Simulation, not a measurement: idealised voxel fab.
Presented below is a process module, voxel trench capacitor.
Each square cell in cross-section cut measures 5 nm, and the section as a whole is 190 nm wide.
Just so we're on the same page, the cross-sections are grids of square cells, and they're listed out in bands top to bottom, each band one or more rows deep.
Band entry format. Leading values: height of top, height of bottom, nm. Remainder: materials in left-to-right order, each with its width in nm. Special words: "throughout" on a single material, which then fills the band edge to edge; "blank", empty space.
Heights are expressed relative to 0, this being the level below which the as-received wafer comprises one material exclusively. The lowest band is unbounded in the downward direction and is denoted as in "0 -> down".
When a width is written as two numbers, as in "30->40", the first number is the width in the top row of cells of the band and the second is the width in its bottom row, and the width changes by the same amount from each row to the next.
Given "nothing was modified" for a step, no cell of the cross-section differs between before and after that step.
The entry "Cavities, closed" lists the empty spaces that cover at least 8 cells and have no open path to the top. Each is written as width x height at distance, where the distance is measured from the left edge and all three values are in nm.
Note: text after step settings on the step line = simulator remark on that step.
overlay nm: step with mask; distance mask lay right of planned place; negative value = left of planned place.
The steps planned for the process are as follows:
| 1 | RECEIVE [material Si] |
| 2 | CONFORMAL_DEP [material SiN] [thk nm 5] |
| 3 | DIRECTIONAL_DEP [material aC] [thk nm 15] |
| 4 | PATTERN [tone open] [mask id TRENCH] [material resist] [width nm 25] [pitch nm 40] [thk nm 35] [overlay nm 0] |
| 5 | DIRECTIONAL_ETCH [etch materials aC] [depth nm 15] |
| 6 | STRIP [etch materials resist] |
| 7 | DIRECTIONAL_ETCH [etch materials SiN] [depth nm 5] |
| 8 | DIRECTIONAL_ETCH [etch materials Si] [depth nm 30] |
| 9 | STRIP [etch materials aC] |
| 10 | CONFORMAL_DEP [material HfO2] [thk nm 5] |
| 11 | CONFORMAL_DEP [material TiN] [thk nm 5] |
| 12 | FILL_DEP [material W] [thk nm 10] |
| 13 | CMP [height nm 5] |
First of two wafers: run as planned:
Delivered wafer in cross-section: state after step 1:
    0 -> down  Si throughout
    Cavities, closed: none
After step 2:
    5 -> 0  SiN throughout
    No changes below 0.
After step 3:
    20 -> 5  aC throughout
    No changes below 5.
After step 4:
    55 -> 20  60 nm resist / 25 nm blank / 15 nm resist / 25 nm blank / 65 nm resist
    No changes below 20.
After step 5:
    40 -> 20  60 nm resist / 25 nm blank / 15 nm resist / 25 nm blank / 65 nm resist
    20 -> 5  60 nm aC / 25 nm blank / 15 nm aC / 25 nm blank / 65 nm aC
    No changes below 5.
After step 6:
    20 -> 5  60 nm aC / 25 nm blank / 15 nm aC / 25 nm blank / 65 nm aC
    No changes below 5.
After step 7:
    20 -> 5  60 nm aC / 25 nm blank / 15 nm aC / 25 nm blank / 65 nm aC
    5 -> 0  60 nm SiN / 25 nm blank / 15 nm SiN / 25 nm blank / 65 nm SiN
    No changes below 0.
After step 8:
    20 -> 5  60 nm aC / 25 nm blank / 15 nm aC / 25 nm blank / 65 nm aC
    5 -> 0  60 nm SiN / 25 nm blank / 15 nm SiN / 25 nm blank / 65 nm SiN
    0 -> -30  60 nm Si / 25 nm blank / 15 nm Si / 25 nm blank / 65 nm Si
    No changes below -30.
After step 9:
    5 -> 0  60 nm SiN / 25 nm blank / 15 nm SiN / 25 nm blank / 65 nm SiN
    No changes below 0.
After step 10:
    10 -> 5  65 nm HfO2 / 15 nm blank / 25 nm HfO2 / 15 nm blank / 70 nm HfO2
    5 -> 0  60 nm SiN / 5 nm HfO2 / 15 nm blank / 5 nm HfO2 / 15 nm SiN / 5 nm HfO2 / 15 nm blank / 5 nm HfO2 / 65 nm SiN
    0 -> -25  60 nm Si / 5 nm HfO2 / 15 nm blank / 5 nm HfO2 / 15 nm Si / 5 nm HfO2 / 15 nm blank / 5 nm HfO2 / 65 nm Si
    -25 -> -30  60 nm Si / 25 nm HfO2 / 15 nm Si / 25 nm HfO2 / 65 nm Si
    No changes below -30.
After step 11:
    15 -> 10  70 nm TiN / 5 nm blank / 35 nm TiN / 5 nm blank / 75 nm TiN
    10 -> 5  65 nm HfO2 / 5 nm TiN / 5 nm blank / 5 nm TiN / 25 nm HfO2 / 5 nm TiN / 5 nm blank / 5 nm TiN / 70 nm HfO2
    5 -> 0  60 nm SiN / 5 nm HfO2 / 5 nm TiN / 5 nm blank / 5 nm TiN / 5 nm HfO2 / 15 nm SiN / 5 nm HfO2 / 5 nm TiN / 5 nm blank / 5 nm TiN / 5 nm HfO2 / 65 nm SiN
    0 -> -20  60 nm Si / 5 nm HfO2 / 5 nm TiN / 5 nm blank / 5 nm TiN / 5 nm HfO2 / 15 nm Si / 5 nm HfO2 / 5 nm TiN / 5 nm blank / 5 nm TiN / 5 nm HfO2 / 65 nm Si
    -20 -> -25  60 nm Si / 5 nm HfO2 / 15 nm TiN / 5 nm HfO2 / 15 nm Si / 5 nm HfO2 / 15 nm TiN / 5 nm HfO2 / 65 nm Si
    No changes below -25.
After step 12:
    25 -> 15  W throughout
    15 -> 10  70 nm TiN / 5 nm W / 35 nm TiN / 5 nm W / 75 nm TiN
    10 -> 5  65 nm HfO2 / 5 nm TiN / 5 nm W / 5 nm TiN / 25 nm HfO2 / 5 nm TiN / 5 nm W / 5 nm TiN / 70 nm HfO2
    5 -> 0  60 nm SiN / 5 nm HfO2 / 5 nm TiN / 5 nm W / 5 nm TiN / 5 nm HfO2 / 15 nm SiN / 5 nm HfO2 / 5 nm TiN / 5 nm W / 5 nm TiN / 5 nm HfO2 / 65 nm SiN
    0 -> -20  60 nm Si / 5 nm HfO2 / 5 nm TiN / 5 nm W / 5 nm TiN / 5 nm HfO2 / 15 nm Si / 5 nm HfO2 / 5 nm TiN / 5 nm W / 5 nm TiN / 5 nm HfO2 / 65 nm Si
    No changes below -20.
After step 13:
    5 -> 0  60 nm SiN / 5 nm HfO2 / 5 nm TiN / 5 nm W / 5 nm TiN / 5 nm HfO2 / 15 nm SiN / 5 nm HfO2 / 5 nm TiN / 5 nm W / 5 nm TiN / 5 nm HfO2 / 65 nm SiN
    No changes below 0.
Companion wafer, the second of two: same beginning, same intended sequence, one mistake in carrying it out; through step 3 inclusive it tracks the first exactly:
The second wafer in cross-section, at the planned close of step 4:
    55 -> 20  65 nm resist / 15 nm blank / 25 nm resist / 15 nm blank / 70 nm resist
    No changes below 20.
The second wafer in cross-section, at the planned close of step 5:
    40 -> 20  65 nm resist / 15 nm blank / 25 nm resist / 15 nm blank / 70 nm resist
    20 -> 5  65 nm aC / 15 nm blank / 25 nm aC / 15 nm blank / 70 nm aC
    No changes below 5.
The second wafer in cross-section, at the planned close of step 6:
    20 -> 5  65 nm aC / 15 nm blank / 25 nm aC / 15 nm blank / 70 nm aC
    No changes below 5.
The second wafer in cross-section, at the planned close of step 7:
    20 -> 5  65 nm aC / 15 nm blank / 25 nm aC / 15 nm blank / 70 nm aC
    5 -> 0  65 nm SiN / 15 nm blank / 25 nm SiN / 15 nm blank / 70 nm SiN
    No changes below 0.
The second wafer in cross-section, at the planned close of step 8:
    20 -> 5  65 nm aC / 15 nm blank / 25 nm aC / 15 nm blank / 70 nm aC
    5 -> 0  65 nm SiN / 15 nm blank / 25 nm SiN / 15 nm blank / 70 nm SiN
    0 -> -30  65 nm Si / 15 nm blank / 25 nm Si / 15 nm blank / 70 nm Si
    No changes below -30.
The second wafer in cross-section, at the planned close of step 9:
    5 -> 0  65 nm SiN / 15 nm blank / 25 nm SiN / 15 nm blank / 70 nm SiN
    No changes below 0.
The second wafer in cross-section, at the planned close of step 10:
    10 -> 5  70 nm HfO2 / 5 nm blank / 35 nm HfO2 / 5 nm blank / 75 nm HfO2
    5 -> 0  65 nm SiN / 5 nm HfO2 / 5 nm blank / 5 nm HfO2 / 25 nm SiN / 5 nm HfO2 / 5 nm blank / 5 nm HfO2 / 70 nm SiN
    0 -> -25  65 nm Si / 5 nm HfO2 / 5 nm blank / 5 nm HfO2 / 25 nm Si / 5 nm HfO2 / 5 nm blank / 5 nm HfO2 / 70 nm Si
    -25 -> -30  65 nm Si / 15 nm HfO2 / 25 nm Si / 15 nm HfO2 / 70 nm Si
    No changes below -30.
The second wafer in cross-section, at the planned close of step 11:
    15 -> 10  TiN throughout
    10 -> 5  70 nm HfO2 / 5 nm TiN / 35 nm HfO2 / 5 nm TiN / 75 nm HfO2
    5 -> 0  65 nm SiN / 5 nm HfO2 / 5 nm TiN / 5 nm HfO2 / 25 nm SiN / 5 nm HfO2 / 5 nm TiN / 5 nm HfO2 / 70 nm SiN
    0 -> -25  65 nm Si / 5 nm HfO2 / 5 nm TiN / 5 nm HfO2 / 25 nm Si / 5 nm HfO2 / 5 nm TiN / 5 nm HfO2 / 70 nm Si
    No changes below -25.
The second wafer in cross-section, at the planned close of step 12:
    25 -> 15  W throughout
    No changes below 15.
The second wafer in cross-section, at the planned close of step 13:
    5 -> 0  65 nm SiN / 5 nm HfO2 / 5 nm TiN / 5 nm HfO2 / 25 nm SiN / 5 nm HfO2 / 5 nm TiN / 5 nm HfO2 / 70 nm SiN
    No changes below 0.
what went wrong: step 4 deviated from plan and actually ran as PATTERN [tone open] [mask id TRENCH] [material resist] [width nm 15] [pitch nm 40] [thk nm 35] [overlay nm 0]
Final wafer comparison in cells, second versus first, more or fewer per material: HfO2 -4 | Si +24 | SiN +4 | TiN -14 | W -10
